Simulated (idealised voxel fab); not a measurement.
Process module heading - voxel lift off
Cross-section cut: width 295 nm, square cells of 5 nm.
Just so we're on the same page, the cross-sections are grids of square cells, and they're listed out in bands top to bottom, each band one or more rows deep. The entry gives the band's vertical extent as a top height and a bottom height in nm, then its horizontal make-up as materials from left to right, each with a width in nm. "blank" stands for empty space; a single material marked "edge to edge" fills the band edge to edge. Height reference: 0 = level under which incoming wafer is all one material. Lowest band: no bottom, runs on downward, e.g. "0 down". When a width is written as two numbers, as in "30->40", the first number is the width in the top row of cells of the band and the second is the width in its bottom row, and the width changes by the same amount from each row to the next. The cross-section has no changed cell in any step marked "changes: none". Empty spaces without an open route to the top, at least 8 cells in extent, make up the entry "Closed void register"; each is given as width x height at distance, where the distance is measured from the left edge, and all are in nm. Text after the settings on a step's line: the simulator's own remark on that step. overlay nm: right-of-plan distance of the mask on a masked step; negative values mean left-of-plan.
-- Process steps (planned)
1 RECEIVE [material Si]
2 CONFORMAL_DEP [material SiN] [thk nm 10]
3 PATTERN [tone open] [mask id LINES] [material resist] [width nm 20] [pitch nm 40] [thk nm 25] [overlay nm 0]
4 DIRECTIONAL_DEP [material Ru] [thk nm 15]
5 STRIP [etch materials resist]
6 CONFORMAL_DEP [material SiN] [thk nm 10]
-- Step 1 complete: cross-section of the wafer as received
    0 down: Si edge to edge
    Closed void register: none
-- The first of two wafers, cross-sectioned at the end of the module, with the run proceeding as planned
    35 to 25: blank: 105, then SiN: 80, then blank: 110
    25 to 20: blank: 105, then SiN: 10, then Ru: 20, then SiN: 20, then Ru: 20, then SiN: 10, then blank: 110
    20 to 10: SiN: 115, then Ru: 20, then SiN: 20, then Ru: 20, then SiN: 120
    10 to 0: SiN edge to edge
    0 down: Si edge to edge
    Closed void register: none
-- End-of-module cross-section of the second wafer: identical starting point and process plan to the first, with one processing mistake
    35 to 25: SiN edge to edge
    25 to 10: Ru: 115, then SiN: 20, then Ru: 20, then SiN: 20, then Ru: 120
    10 to 0: SiN edge to edge
    0 down: Si edge to edge
    Closed void register: none
Which mistake was made when the wafer was run? step 3: run off-plan, actual operation and settings PATTERN [tone cover] [mask id LINES] [material resist] [width nm 20] [pitch nm 40] [thk nm 25] [overlay nm 0]
At the finish, the second wafer shows more or fewer cells for some materials than the first does: +129 Ru
